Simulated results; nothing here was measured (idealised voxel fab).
Module name: voxel transistor to metal (process module)
Shown is cross-section cut, with a width of 210 nm and square cells of size 5 nm.
Cross-section spec: square-cell grid; bands listed top down; each band is one or more rows. Top, bottom (nm), then materials left to right with widths (nm); lone material tagged "full width" fills the whole band edge to edge; "blank" = empty space. Basically, 0 is our baseline, since under it the wafer straight out of the box is all one material. The bottom band has no lower end and keeps on going down, so it looks like "0 and below". Width: "30..40" (first number = top row, second number = bottom row, same change from row to row of cells). "no modifications" after a step means that no cell of the cross-section changed. Closed empty spaces (no open way to the top) of 8 cells or more are what "Closed void catalog" lists, each as width x height at distance from the left edge, nm for all three. Step line, after settings: the simulator's comment on this step. The optional step-line setting "overlay nm" applies to steps with a mask and quantifies how far to the right of its planned location the mask lay, a negative value indicating leftward placement. So the way this works: pairs, before and after one process step. The after picture only goes down to the lowest band that actually changed, nothing below. Step and its settings are under each pair. And watch out, pairs might come from different runs of this module, same starting wafer though, so a pair only follows on from the one above if its "Pre-process state" entry tells you so.
Pre-process state
* 65 down to 60  TiN: 60 / blank: 10 / TiN: 65 / blank: 10 / TiN: 65
* 60 down to 45  SiO2: 55 / TiN: 5 / blank: 10 / TiN: 5 / SiO2: 55 / TiN: 5 / blank: 10 / TiN: 5 / SiO2: 60
* 45 down to 40  SiN: 55 / TiN: 20 / SiN: 55 / TiN: 20 / SiN: 60
* 40 down to 30  W: 50 / TiN: 5 / SiO2: 20 / TiN: 5 / W: 45 / TiN: 5 / SiO2: 20 / TiN: 5 / W: 55
* 30 down to 25  W: 50 / TiN: 5 / SiO2: 20 / TiN: 55 / SiO2: 20 / TiN: 5 / W: 55
* 25 down to 10  W: 50 / TiN: 5 / SiO2: 20 / TiN: 5 / SiN: 5 / HfO2: 5 / TiN: 5 / W: 15 / TiN: 5 / HfO2: 5 / SiN: 5 / TiN: 5 / SiO2: 20 / TiN: 5 / W: 55
* 10 down to 5  W: 45 / TiN: 10 / SiO2: 20 / TiN: 5 / SiN: 5 / HfO2: 5 / TiN: 5 / W: 15 / TiN: 5 / HfO2: 5 / SiN: 5 / TiN: 5 / SiO2: 20 / TiN: 10 / W: 50
* 5 down to 0  W: 45 / TiN: 5 / SiN: 5 / SiO2: 20 / TiN: 5 / SiN: 5 / HfO2: 5 / TiN: 25 / HfO2: 5 / SiN: 5 / TiN: 5 / SiO2: 20 / SiN: 5 / TiN: 5 / W: 50
* 0 down to -5  TiN: 50 / SiO2: 25 / SiGe: 5 / SiO2: 5 / HfO2: 35 / SiO2: 5 / SiGe: 5 / SiO2: 25 / TiN: 55
* -5 down to -10  SiO2: 55 / SiGe: 25 / Si: 45 / SiGe: 25 / SiO2: 60
* -10 down to -30  SiO2: 55 / Si: 95 / SiO2: 60
* -30 and below  Si full width
* Closed void catalog: none
Sectional View, Post-Process
* 70 down to 65  Cu full width
* 65 down to 60  TiN: 60 / Cu: 10 / TiN: 65 / Cu: 10 / TiN: 65
* 60 down to 45  SiO2: 55 / TiN: 5 / Cu: 10 / TiN: 5 / SiO2: 55 / TiN: 5 / Cu: 10 / TiN: 5 / SiO2: 60
* At heights below 45, the structure remains unaltered.
* Closed void catalog: none
Between before and after as drawn above: FILL_DEP: material Cu, thk nm 5
Pre-process state: starting point is the after cross-section of the pair just above.
Sectional View, Post-Process
* 60 down to 45  SiO2: 55 / TiN: 5 / Cu: 10 / TiN: 5 / SiO2: 55 / TiN: 5 / Cu: 10 / TiN: 5 / SiO2: 60
* At heights below 45, the structure remains unaltered.
* Closed void catalog: none
Between before and after as drawn above: CMP: height nm 60
Pre-process state: starting point is the after cross-section of the pair just above.
Sectional View, Post-Process
* 65 down to 60  blank: 50 / Ru: 30 / blank: 45 / Ru: 30 / blank: 55
* At heights below 60, the structure remains unaltered.
* Closed void catalog: none
Between before and after as drawn above: EPI: material Ru, thk nm 5
Pre-process state: starting point is the after cross-section of the pair just above.
Sectional View, Post-Process
* 70 down to 65  SiCN full width
* 65 down to 60  SiCN: 50 / Ru: 30 / SiCN: 45 / Ru: 30 / SiCN: 55
* At heights below 60, the structure remains unaltered.
* Closed void catalog: none
Between before and after as drawn above: FILL_DEP: material SiCN, thk nm 5
